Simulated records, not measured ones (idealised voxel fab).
process module | voxel ribs on slabs
cross-section cut | 295 nm wide | cells 5 nm
A cross-section is a grid of square cells, given in bands from the top down. A band is one or more rows of cells.
Each band's line starts with the height of the band's top and of its bottom, in nm. Then come its materials from left to right, each with its width in nm. One material with "throughout" fills the band from edge to edge. "air" is empty space.
Height 0 is the level under which the wafer as received is all one material. The lowest band goes on downwards, as in "0 down".
A width such as "30 to 40" changes by the same amount from each row of cells to the next, from the band's top row to its bottom row.
"no change" after a step means that no cell of the cross-section changed.
closed voids: empty space of 8 cells or more with no open way to the top, each as width x height at its distance from the left edge, in nm
after a step's settings: what the simulator itself notes on the step
overlay nm, on a step with a mask: how far to the right of its planned place the mask lay; to the left if negative
plan
1 op RECEIVE | material Si
2 op DIRECTIONAL_DEP | material SiO2 | thk nm 30
3 op DIRECTIONAL_DEP | material SiN | thk nm 15
4 op DIRECTIONAL_DEP | material aC | thk nm 10
5 op PATTERN | tone cover | mask id RIB | material resist | width nm 20 | thk nm 25 | overlay nm 0
6 op DIRECTIONAL_ETCH | etch materials aC | depth nm 10
7 op STRIP | etch materials resist
8 op DIRECTIONAL_ETCH | etch materials SiN | depth nm 5
9 op STRIP | etch materials aC
10 op PATTERN | tone cover | mask id SLAB | material resist | width nm 70 | thk nm 15 | overlay nm 0
11 op DIRECTIONAL_ETCH | etch materials SiN | depth nm 10
12 op STRIP | etch materials resist
13 op FILL_DEP | material SiO2 | thk nm 20
14 op CMP | height nm 55
15 op DIRECTIONAL_DEP | material TiN | thk nm 5
16 op PATTERN | tone cover | mask id HEATER | material resist | width nm 30 | thk nm 15 | overlay nm -15
17 op DIRECTIONAL_ETCH | etch materials TiN | depth nm 5
18 op STRIP | etch materials resist
19 op CONFORMAL_DEP | material SiN | thk nm 10
varied across the wafers: overlay nm of step 16. The plan shows the first wafer's value. All wafers start alike
first wafer as received, after step 1
  0 down: Si throughout
  closed voids: none
each wafer at the end: cells of each material gained (+) or lost (-) since it was received, then its closed voids
overlay nm -15 | +154 SiN | +617 SiO2 | +6 TiN | closed voids: none
overlay nm -10 | +154 SiN | +617 SiO2 | +6 TiN | closed voids: none
overlay nm -5 | +154 SiN | +617 SiO2 | +6 TiN | closed voids: none
overlay nm 0 | +154 SiN | +617 SiO2 | +6 TiN | closed voids: none
overlay nm 5 | +154 SiN | +617 SiO2 | +6 TiN | closed voids: none
overlay nm 10 | +154 SiN | +617 SiO2 | +6 TiN | closed voids: none
overlay nm 15 | +154 SiN | +617 SiO2 | +6 TiN | closed voids: none
